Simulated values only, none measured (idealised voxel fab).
Process module, titled voxel trench capacitor
Pictured: cross-section cut, 160 nm wide, on a grid of 5 nm square cells.
We lay out every cross-section as a grid of square cells and spell it out in bands from the top down, where one band means one or more rows of cells.
Within each band entry, the heights of the top and of the bottom of the band appear first, in that order and in nm; the materials of the band then follow from left to right, each with its corresponding width in nm. The designation "throughout" on a single material indicates that it fills the band from edge to edge; the designation "blank" indicates empty space.
For the purposes of this specification, 0 denotes the height below which the wafer in its as-received condition is composed wholly of one material, and the lowermost band, lacking a lower limit, extends downward without end, as expressed in "0 down".
Top row gets the first number, bottom row gets the second, and each row in between changes by the same step: that is how a band width like "30 to 40" works.
Given "nothing altered" for a step, no cell of the cross-section differs between before and after that step.
Entry "Sealed-off cavities". Content: empty spaces with no open connection to the top, size 8 cells or greater. Each: width x height at distance. Distance: from left edge. Unit: nm.
The remark found on a step's line after its settings is issued by the simulator itself and pertains to that step.
What "overlay nm" on a step's line means: if the step has a mask, that mask lay this far to the right of its planned place, or, when the value is negative, to the left.

# The steps planned for the process are as follows
1. RECEIVE [material Si]
2. CONFORMAL_DEP [material SiN] [thk nm 10]
3. MASKED_ETCH [tone open] [mask id TRENCH] [width nm 20] [pitch nm 35] [etch materials SiN] [depth nm 10] [overlay nm 0]
4. MASKED_ETCH [tone open] [mask id TRENCH] [width nm 20] [pitch nm 35] [etch materials Si] [depth nm 35] [overlay nm 0]
5. CONFORMAL_DEP [material SiO2] [thk nm 5]
6. FILL_DEP [material polySi] [thk nm 10]
7. CMP [height nm 10]

# Cross-section of the incoming wafer, state after step 1
* 0 down = Si throughout
* Sealed-off cavities: none

# End-of-module cross-section of the first of two wafers, processed as planned
* 10 to 0 = 35 of SiN  5 of SiO2  10 of polySi  5 of SiO2  15 of SiN  5 of SiO2  10 of polySi  5 of SiO2  15 of SiN  5 of SiO2  10 of polySi  5 of SiO2  35 of SiN
* 0 to -30 = 35 of Si  5 of SiO2  10 of polySi  5 of SiO2  15 of Si  5 of SiO2  10 of polySi  5 of SiO2  15 of Si  5 of SiO2  10 of polySi  5 of SiO2  35 of Si
* -30 to -35 = 35 of Si  20 of SiO2  15 of Si  20 of SiO2  15 of Si  20 of SiO2  35 of Si
* -35 down = Si throughout
* Sealed-off cavities: none

# Cross-sectional image of the second wafer of the two following completion of the module. Starting state and process plan were the same as for the first wafer; one execution error occurred
* 10 to 0 = 35 of polySi  5 of SiO2  10 of polySi  5 of SiO2  15 of polySi  5 of SiO2  10 of polySi  5 of SiO2  15 of polySi  5 of SiO2  10 of polySi  5 of SiO2  35 of polySi
* 0 to -20 = 35 of Si  5 of SiO2  10 of polySi  5 of SiO2  15 of Si  5 of SiO2  10 of polySi  5 of SiO2  15 of Si  5 of SiO2  10 of polySi  5 of SiO2  35 of Si
* -20 to -25 = 35 of Si  20 of SiO2  15 of Si  20 of SiO2  15 of Si  20 of SiO2  35 of Si
* -25 down = Si throughout
* Sealed-off cavities: none
It is concluded that the wafer was processed incorrectly with respect to the plan, in that the process deviated at step 2: the operation and settings actually run there were CONFORMAL_DEP [material polySi] [thk nm 10]
Final wafer comparison in cells, second versus first, more or fewer per material: +24 Si | -40 SiN | -12 SiO2 | +28 polySi
